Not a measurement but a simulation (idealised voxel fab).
Process module in this document: voxel transistor to metal
The cross-section on display is named cut; it measures 185 nm wide, and its cells are 5 nm squares.
If you're reading a cross-section in this doc, picture square cells in a grid; it comes to you as bands, top ones listed first down to the bottom, and a band can be one or more rows of cells. Top height, bottom height, nm. Materials left to right, width each, nm. Single material + "everywhere" = fills band edge to edge. "blank" = empty. Height datum 0, below which the as-received substrate wafer is one material. Lowest band open at the bottom, running downward: "0 -> down". Width "30..40": first value at the band's top row of cells, second value at its bottom row, equal change from row to row. A step reported as "remained the same" is a step in which no cell of the cross-section changed. "Closed void register" enumerates empty spaces isolated from the top, with no open way to it, that contain at least 8 cells, giving each as width x height at distance from the left edge, all three in nm. Whatever follows a step's settings on its line is a remark the simulator itself makes about that step. The line of a step may include "overlay nm". On a step with a mask, this value is how far to the right of its planned place the mask lay. A negative value means the mask lay to the left.

# Planned process steps
1) RECEIVE (material Si)
2) CONFORMAL_DEP (material SiO2; thk nm 5)
3) CONFORMAL_DEP (material SiN; thk nm 10)
4) PATTERN (tone cover; mask id ACTIVE; material resist; width nm 115; thk nm 20; overlay nm 0)
5) DIRECTIONAL_ETCH (etch materials SiN; depth nm 10)
6) DIRECTIONAL_ETCH (etch materials SiO2; depth nm 5)
7) DIRECTIONAL_ETCH (etch materials Si; depth nm 35)
8) STRIP (etch materials resist)
9) OXIDIZE (depth nm 5)
10) FILL_DEP (material SiO2; thk nm 5)
11) CMP (height nm 15)
12) SELECTIVE_ETCH (etch materials SiO2; depth nm 10)
13) STRIP (etch materials SiN)
14) SELECTIVE_ETCH (etch materials SiO2; depth nm 5)
15) OXIDIZE (depth nm 5)
16) DIRECTIONAL_DEP (material polySi; thk nm 25)
17) DIRECTIONAL_DEP (material SiCN; thk nm 15)
18) MASKED_ETCH (tone cover; mask id GATE; width nm 25; etch materials SiCN; depth nm 25; overlay nm 0)
19) MASKED_ETCH (tone cover; mask id GATE; width nm 25; etch materials polySi; depth nm 35; overlay nm 0)
20) CONFORMAL_DEP (material SiO2; thk nm 5)
21) DIRECTIONAL_ETCH (etch materials SiO2; depth nm 5)
22) CONFORMAL_DEP (material SiN; thk nm 10)
23) DIRECTIONAL_ETCH (etch materials SiN; depth nm 10)
24) DIRECTIONAL_ETCH (etch materials SiO2; depth nm 5)
25) EPI (material pSi; thk nm 5)
26) FILL_DEP (material SiO2; thk nm 10)
27) CMP (height nm 25)
28) STRIP (etch materials polySi)
29) SELECTIVE_ETCH (etch materials SiO2; depth nm 5)
30) CONFORMAL_DEP (material HfO2; thk nm 5)
31) CONFORMAL_DEP (material TiN; thk nm 5)
32) FILL_DEP (material W; thk nm 10)
33) CMP (height nm 20)
34) DIRECTIONAL_DEP (material SiO2; thk nm 15)
35) PATTERN (tone open; mask id CONTACT; material resist; width nm 15; pitch nm 80; thk nm 20; overlay nm 0)
36) DIRECTIONAL_ETCH (etch materials SiO2; depth nm 35)
37) STRIP (etch materials resist)
38) CONFORMAL_DEP (material TiN; thk nm 5)
39) FILL_DEP (material Ru; thk nm 5)
40) CMP (height nm 35)
41) CONFORMAL_DEP (material SiN; thk nm 5)
42) DIRECTIONAL_DEP (material lowk; thk nm 20)
43) MASKED_ETCH (tone open; mask id METAL_1; width nm 15; pitch nm 80; etch materials lowk; depth nm 20; overlay nm 0)
44) MASKED_ETCH (tone open; mask id METAL_1; width nm 15; pitch nm 80; etch materials SiN; depth nm 5; overlay nm 0)
45) CONFORMAL_DEP (material TiN; thk nm 5)
46) FILL_DEP (material Cu; thk nm 10)
47) CMP (height nm 60)
48) CONFORMAL_DEP (material SiN; thk nm 5)

# Wafer cross-section on receipt, i.e. after step 1
> 0 -> down  Si everywhere
> Closed void register: none

# This is how the wafer looks in cross-section once the module is done, given the starting state and plan above and one mistake in carrying the plan out
> 65 -> 60  SiN everywhere
> 60 -> 40  45 nm lowk | 5 nm TiN | 5 nm polySi | 5 nm TiN | 65 nm lowk | 5 nm TiN | 5 nm polySi | 5 nm TiN | 45 nm lowk
> 40 -> 35  45 nm SiN | 15 nm TiN | 65 nm SiN | 15 nm TiN | 45 nm SiN
> 35 -> 20  45 nm SiO2 | 5 nm TiN | 5 nm Ru | 5 nm TiN | 65 nm SiO2 | 5 nm TiN | 5 nm Ru | 5 nm TiN | 45 nm SiO2
> 20 -> 5  45 nm SiO2 | 5 nm TiN | 5 nm Ru | 5 nm TiN | 5 nm SiO2 | 10 nm SiN | 5 nm HfO2 | 5 nm TiN | 15 nm W | 5 nm TiN | 5 nm HfO2 | 10 nm SiN | 5 nm SiO2 | 5 nm TiN | 5 nm Ru | 5 nm TiN | 45 nm SiO2
> 5 -> 0  45 nm SiO2 | 15 nm TiN | 5 nm SiO2 | 10 nm SiN | 5 nm HfO2 | 25 nm TiN | 5 nm HfO2 | 10 nm SiN | 5 nm SiO2 | 15 nm TiN | 45 nm SiO2
> 0 -> -5  35 nm SiO2 | 30 nm pSi | 10 nm SiO2 | 35 nm HfO2 | 10 nm SiO2 | 30 nm pSi | 35 nm SiO2
> -5 -> -40  40 nm SiO2 | 105 nm Si | 40 nm SiO2
> -40 -> down  Si everywhere
> Closed void register: none
Processing error: step 46 off recipe, ran as FILL_DEP (material polySi; thk nm 10)
